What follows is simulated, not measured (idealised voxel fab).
Process module heading - voxel released beams
Each square cell in cross-section cut measures 5 nm, and the section as a whole is 180 nm wide.
Cross-sections here: square-cell grids, written as top-down lists of bands, a band being one or more rows of cells.
Top, bottom (nm), then materials left to right with widths (nm); lone material tagged "everywhere" fills the whole band edge to edge; "empty" = empty space.
Where do heights start? At 0: under that level the wafer as delivered is made of one material only. And the lowest band has no floor; it just carries on downward, as in "0..down".
Width: "30 to 40" (first number = top row, second number = bottom row, same change from row to row of cells).
Any step labelled "no change" changed none of the cells in the cross-section.
If an empty space has no open way to the top and is at least 8 cells in size, "Enclosed internal cavities" lists it, written width x height at distance, where distance is measured from the left edge and every value is in nm.
Anything after a step's settings on that line? It's the simulator's own note about the step.
Among the settings permitted on a step's line is "overlay nm"; applied to a step with a mask, it specifies the extent to which the mask lay to the right of its planned position, whereas a negative figure signifies a position to the left.

## Steps in the process plan
- 1: RECEIVE,material Si
- 2: CONFORMAL_DEP,material SiN,thk nm 5
- 3: DIRECTIONAL_DEP,material SiO2,thk nm 10
- 4: DIRECTIONAL_DEP,material aC,thk nm 15
- 5: PATTERN,tone open,mask id ANCHOR,material resist,width nm 40,thk nm 35,overlay nm 0
- 6: DIRECTIONAL_ETCH,etch materials aC,depth nm 15
- 7: STRIP,etch materials resist
- 8: DIRECTIONAL_ETCH,etch materials SiO2,depth nm 10
- 9: STRIP,etch materials aC
- 10: CONFORMAL_DEP,material W,thk nm 15
- 11: DIRECTIONAL_DEP,material aC,thk nm 10
- 12: PATTERN,tone cover,mask id BEAM,material resist,width nm 100,thk nm 25,overlay nm 0
- 13: DIRECTIONAL_ETCH,etch materials aC,depth nm 10
- 14: STRIP,etch materials resist
- 15: DIRECTIONAL_ETCH,etch materials W,depth nm 15
- 16: STRIP,etch materials aC
- 17: STRIP,etch materials SiO2

## The first of the two wafers, which ran as planned

## As-received state of the wafer in cross-section, equivalent to post-step 1
  0..down = Si everywhere
  Enclosed internal cavities: none

## The wafer, seen in cross-section, after step 2
  5..0 = SiN everywhere
  Below 0, the layers are the same as they were.

## The wafer, seen in cross-section, after step 3
  15..5 = SiO2 everywhere
  Below 5, the layers are the same as they were.

## The wafer, seen in cross-section, after step 4
  30..15 = aC everywhere
  Below 15, the layers are the same as they were.

## The wafer, seen in cross-section, after step 5
  65..30 = resist: 40 | empty: 40 | resist: 100
  Below 30, the layers are the same as they were.

## The wafer, seen in cross-section, after step 6
  50..30 = resist: 40 | empty: 40 | resist: 100
  30..15 = aC: 40 | empty: 40 | aC: 100
  Below 15, the layers are the same as they were.

## The wafer, seen in cross-section, after step 7
  30..15 = aC: 40 | empty: 40 | aC: 100
  Below 15, the layers are the same as they were.

## The wafer, seen in cross-section, after step 8
  30..15 = aC: 40 | empty: 40 | aC: 100
  15..5 = SiO2: 40 | empty: 40 | SiO2: 100
  Below 5, the layers are the same as they were.

## The wafer, seen in cross-section, after step 9
  15..5 = SiO2: 40 | empty: 40 | SiO2: 100
  Below 5, the layers are the same as they were.

## The wafer, seen in cross-section, after step 10
  30..20 = W: 55 | empty: 10 | W: 115
  20..15 = W everywhere
  15..5 = SiO2: 40 | W: 40 | SiO2: 100
  Below 5, the layers are the same as they were.

## The wafer, seen in cross-section, after step 11
  40..30 = aC: 55 | empty: 10 | aC: 115
  30..20 = W: 55 | aC: 10 | W: 115
  Below 20, the layers are the same as they were.

## The wafer, seen in cross-section, after step 12
  65..40 = empty: 35 | resist: 100 | empty: 45
  40..30 = aC: 55 | resist: 10 | aC: 115
  Below 30, the layers are the same as they were.

## The wafer, seen in cross-section, after step 13
  55..40 = empty: 35 | resist: 100 | empty: 45
  40..30 = empty: 35 | aC: 20 | resist: 10 | aC: 70 | empty: 45
  Below 30, the layers are the same as they were.

## The wafer, seen in cross-section, after step 14
  40..30 = empty: 35 | aC: 20 | empty: 10 | aC: 70 | empty: 45
  Below 30, the layers are the same as they were.

## The wafer, seen in cross-section, after step 15
  40..30 = empty: 35 | aC: 20 | empty: 10 | aC: 70 | empty: 45
  30..20 = empty: 35 | W: 20 | aC: 10 | W: 70 | empty: 45
  20..15 = empty: 35 | W: 100 | empty: 45
  Below 15, the layers are the same as they were.

## The wafer, seen in cross-section, after step 16
  30..20 = empty: 35 | W: 20 | empty: 10 | W: 70 | empty: 45
  Below 20, the layers are the same as they were.

## The wafer, seen in cross-section, after step 17
  30..20 = empty: 35 | W: 20 | empty: 10 | W: 70 | empty: 45
  20..15 = empty: 35 | W: 100 | empty: 45
  15..5 = empty: 40 | W: 40 | empty: 100
  Below 5, the layers are the same as they were.

## Second of two: same start, same plan, one run error; steps up to and including 4 match the first

## Second wafer: cross-section at the scheduled end of step 5
  65..30 = resist: 45 | empty: 30 | resist: 105
  Below 30, the layers are the same as they were.

## Second wafer: cross-section at the scheduled end of step 6
  50..30 = resist: 45 | empty: 30 | resist: 105
  30..15 = aC: 45 | empty: 30 | aC: 105
  Below 15, the layers are the same as they were.

## Second wafer: cross-section at the scheduled end of step 7
  30..15 = aC: 45 | empty: 30 | aC: 105
  Below 15, the layers are the same as they were.

## Second wafer: cross-section at the scheduled end of step 8
  30..15 = aC: 45 | empty: 30 | aC: 105
  15..5 = SiO2: 45 | empty: 30 | SiO2: 105
  Below 5, the layers are the same as they were.

## Second wafer: cross-section at the scheduled end of step 9
  15..5 = SiO2: 45 | empty: 30 | SiO2: 105
  Below 5, the layers are the same as they were.

## Second wafer: cross-section at the scheduled end of step 10
  30..15 = W everywhere
  15..5 = SiO2: 45 | W: 30 | SiO2: 105
  Below 5, the layers are the same as they were.

## Second wafer: cross-section at the scheduled end of step 11
  40..30 = aC everywhere
  Below 30, the layers are the same as they were.

## Second wafer: cross-section at the scheduled end of step 12
  65..40 = empty: 35 | resist: 100 | empty: 45
  Below 40, the layers are the same as they were.

## Second wafer: cross-section at the scheduled end of step 13
  55..40 = empty: 35 | resist: 100 | empty: 45
  40..30 = empty: 35 | aC: 100 | empty: 45
  Below 30, the layers are the same as they were.

## Second wafer: cross-section at the scheduled end of step 14
  40..30 = empty: 35 | aC: 100 | empty: 45
  Below 30, the layers are the same as they were.

## Second wafer: cross-section at the scheduled end of step 15
  40..30 = empty: 35 | aC: 100 | empty: 45
  30..15 = empty: 35 | W: 100 | empty: 45
  Below 15, the layers are the same as they were.

## Second wafer: cross-section at the scheduled end of step 16
  30..15 = empty: 35 | W: 100 | empty: 45
  Below 15, the layers are the same as they were.

## Second wafer: cross-section at the scheduled end of step 17
  30..15 = empty: 35 | W: 100 | empty: 45
  15..5 = empty: 45 | W: 30 | empty: 105
  Below 5, the layers are the same as they were.
What was done differently from what was planned? for step 5, the planned setting was not used; the step was instead run as PATTERN,tone open,mask id ANCHOR,material resist,width nm 30,thk nm 35,overlay nm 0
If you tally the cells, the second wafer ends up with the same amount of every material as the first; it's all just sitting in different places.
